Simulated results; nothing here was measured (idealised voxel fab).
The process module presented herein is designated voxel released beams.
The figure presents cross-section cut, which has a width of 205 nm and is divided into square cells with an edge length of 5 nm.
We lay out every cross-section as a grid of square cells and spell it out in bands from the top down, where one band means one or more rows of cells.
Basically the band line says how high the top is and how high the bottom is, in nm, and then what's in it from left to right, every material with its width in nm. Empty space shows up as "empty", and if a single material carries "everywhere" it runs the full band edge to edge.
Note: height 0 marks the level under which the wafer is uniformly one material as received. Lowest band unbounded below, written "from 0 down".
Per-row width for "30..40": begins at first number (top row of band), ends at second number (bottom row), increment between rows held constant.
"nothing got changed" (step): cross-section cells unchanged, all of them.
In "Closed-off voids" the enclosed voids are listed, meaning empty spaces of 8 cells or larger without any opening to the top. The form is width x height at distance, distance from the left edge, units nm.
after a step's settings: what the simulator itself notes on the step
"overlay nm" denotes, for a step that has a mask, the displacement of the mask to the right of its planned place, with negative values corresponding to the left.

### Process steps (planned)
1. RECEIVE with material Si
2. CONFORMAL_DEP with material SiN, thk nm 5
3. DIRECTIONAL_DEP with material SiO2, thk nm 20
4. MASKED_ETCH with tone open, mask id ANCHOR, width nm 45, etch materials SiO2, depth nm 20, overlay nm 0
5. CONFORMAL_DEP with material W, thk nm 15
6. DIRECTIONAL_DEP with material aC, thk nm 15
7. PATTERN with tone cover, mask id BEAM, material resist, width nm 120, thk nm 35, overlay nm 0
8. DIRECTIONAL_ETCH with etch materials aC, depth nm 15
9. STRIP with etch materials resist
10. DIRECTIONAL_ETCH with etch materials W, depth nm 15
11. STRIP with etch materials aC
12. STRIP with etch materials SiO2

### Cross-section of the wafer at receipt, which is the condition after step 1
- from 0 down  Si everywhere
- Closed-off voids: none

### End state of the module in cross-section, given the above starting point and plan and one mistake in execution
- from 40 to 25  45 empty, then 15 W, then 15 empty, then 85 W, then 45 empty
- from 25 to 20  45 empty, then 15 W, then 15 empty, then 15 W, then 115 empty
- from 20 to 5  45 empty, then 45 W, then 115 empty
- from 5 to 0  SiN everywhere
- from 0 down  Si everywhere
- Closed-off voids: none
It is concluded that the wafer was processed incorrectly with respect to the plan, in that step 7 off recipe, ran as PATTERN with tone cover, mask id BEAM, material resist, width nm 115, thk nm 35, overlay nm 0
